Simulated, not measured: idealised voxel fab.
Title: Process Module voxel fin reveal
cross-section cut | 300 nm wide | cells 5 nm
In this document a cross-section is written as a grid of square cells. It is given as a series of bands, listed from the top down, and a band is one or more rows of cells. Band: top and bottom heights (nm) first, top before bottom; then materials from left to right, widths in nm. "full width" marks a sole material filling the band edge to edge. "empty" denotes empty space. Basically, 0 is our baseline, since under it the wafer straight out of the box is all one material. The bottom band has no lower end and keeps on going down, so it looks like "top 0, no bottom". A width such as "30..40" changes by the same amount from each row of cells to the next, from the band's top row to its bottom row. You'll sometimes find "all unchanged" written for a step, and that's the way of saying that nowhere in the cross-section did a cell change during that step. Entry "Enclosed void inventory". Content: empty spaces with no open connection to the top, size 8 cells or greater. Each: width x height at distance. Distance: from left edge. Unit: nm. It should be noted that, on the line of a given step, the content following the step's settings is a remark produced by the simulator itself with respect to that step. "overlay nm", when on a step's line for a step with a mask, measures how far to the right of its planned place the mask lay; a negative measure means to the left.
[List of planned process steps]
1: RECEIVE: material Si
2: CONFORMAL_DEP: material SiN, thk nm 10
3: MASKED_ETCH: tone cover, mask id FINS, width nm 15, pitch nm 35, etch materials SiN, depth nm 10, overlay nm 0
4: MASKED_ETCH: tone cover, mask id FINS, width nm 15, pitch nm 35, etch materials Si, depth nm 30, overlay nm 0
5: OXIDIZE: depth nm 5
6: FILL_DEP: material SiO2, thk nm 10
7: CMP: height nm 10
8: SELECTIVE_ETCH: etch materials SiO2, depth nm 25
9: STRIP: etch materials SiN
[Step 1 complete: cross-section of the wafer as received]
top 0, no bottom | Si full width
Enclosed void inventory: none
[Below is the wafer in cross-section after the module was completed. It began from the starting point shown above and followed the plan shown above, except that one mistake was made while running it]
top 0, bottom -30 | 90 nm empty / 5 nm SiO2 / 5 nm Si / 5 nm SiO2 / 20 nm empty / 5 nm SiO2 / 5 nm Si / 5 nm SiO2 / 20 nm empty / 5 nm SiO2 / 5 nm Si / 5 nm SiO2 / 20 nm empty / 5 nm SiO2 / 5 nm Si / 5 nm SiO2 / 90 nm empty
top -30, bottom -35 | 95 nm SiO2 / 5 nm Si / 30 nm SiO2 / 5 nm Si / 30 nm SiO2 / 5 nm Si / 30 nm SiO2 / 5 nm Si / 95 nm SiO2
top -35, no bottom | Si full width
Enclosed void inventory: none
Nonconformance to the process plan: step 6 did not use the planned setting and instead ran as FILL_DEP: material SiN, thk nm 10
